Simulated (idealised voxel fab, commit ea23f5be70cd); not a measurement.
process module | voxel trench capacitor
Pictured: cross-section cut, 260 nm wide, on a grid of 5 nm square cells.
Cross-sections here: square-cell grids, written as top-down lists of bands, a band being one or more rows of cells. Basically the band line says how high the top is and how high the bottom is, in nm, and then what's in it from left to right, every material with its width in nm. Empty space shows up as "air", and if a single material carries "everywhere" it runs the full band edge to edge. Beneath 0, the wafer as received is one material, and that level is where height counting begins. The lowest band goes on downward without a bottom; it is written like "0 and below". Read "30 to 40" as a graded width: first number on top, second number at the bottom, same change between each pair of neighbouring rows. You'll sometimes find "nothing changed" written for a step, and that's the way of saying that nowhere in the cross-section did a cell change during that step. Closed-off voids of 8+ cells (no open route to the top) go in "Voids lacking openings", written width x height at distance from the left edge, in nm. It should be noted that, on the line of a given step, the content following the step's settings is a remark produced by the simulator itself with respect to that step. When a step includes a mask, the "overlay nm" setting on its line states how far to the right of its planned place that mask lay, and negative values state how far to the left.
-- Set out below are the planned steps of the process
1 RECEIVE, material Si
2 CONFORMAL_DEP, material SiN, thk nm 5
3 DIRECTIONAL_DEP, material aC, thk nm 15
4 PATTERN, tone open, mask id TRENCH, material resist, width nm 25, pitch nm 45, thk nm 30, overlay nm 0
5 DIRECTIONAL_ETCH, etch materials aC, depth nm 15
6 STRIP, etch materials resist
7 DIRECTIONAL_ETCH, etch materials SiN, depth nm 5
8 DIRECTIONAL_ETCH, etch materials Si, depth nm 35
9 STRIP, etch materials aC
10 CONFORMAL_DEP, material Al2O3, thk nm 5
11 FILL_DEP, material polySi, thk nm 10
12 CMP, height nm 5
-- Incoming wafer in cross-section (state: after step 1)
    0 and below | Si everywhere
    Voids lacking openings: none
-- Cross-sectional view of the first of the two wafers upon completion of the module, processed in accordance with the plan
    5 down to 0 | SiN 70 nm  Al2O3 5 nm  polySi 15 nm  Al2O3 5 nm  SiN 20 nm  Al2O3 5 nm  polySi 15 nm  Al2O3 5 nm  SiN 20 nm  Al2O3 5 nm  polySi 15 nm  Al2O3 5 nm  SiN 75 nm
    0 down to -30 | Si 70 nm  Al2O3 5 nm  polySi 15 nm  Al2O3 5 nm  Si 20 nm  Al2O3 5 nm  polySi 15 nm  Al2O3 5 nm  Si 20 nm  Al2O3 5 nm  polySi 15 nm  Al2O3 5 nm  Si 75 nm
    -30 down to -35 | Si 70 nm  Al2O3 25 nm  Si 20 nm  Al2O3 25 nm  Si 20 nm  Al2O3 25 nm  Si 75 nm
    -35 and below | Si everywhere
    Voids lacking openings: none
-- Wafer two (of two), end-of-module cross-section: start = wafer one, plan = wafer one, one run mistake
    5 down to 0 | SiN 70 nm  Al2O3 5 nm  polySi 15 nm  Al2O3 5 nm  SiN 20 nm  Al2O3 5 nm  polySi 15 nm  Al2O3 5 nm  SiN 20 nm  Al2O3 5 nm  polySi 15 nm  Al2O3 5 nm  SiN 75 nm
    0 down to -20 | Si 70 nm  Al2O3 5 nm  polySi 15 nm  Al2O3 5 nm  Si 20 nm  Al2O3 5 nm  polySi 15 nm  Al2O3 5 nm  Si 20 nm  Al2O3 5 nm  polySi 15 nm  Al2O3 5 nm  Si 75 nm
    -20 down to -25 | Si 70 nm  Al2O3 25 nm  Si 20 nm  Al2O3 25 nm  Si 20 nm  Al2O3 25 nm  Si 75 nm
    -25 and below | Si everywhere
    Voids lacking openings: none
Plan not followed: heads up, step 8 didn't go per plan, it actually ran as DIRECTIONAL_ETCH, etch materials Si, depth nm 25
Once processing is complete, comparing cell counts shows that the second wafer has more or fewer of certain materials than the first: Al2O3: 12 fewer; Si: 30 more; polySi: 18 fewer
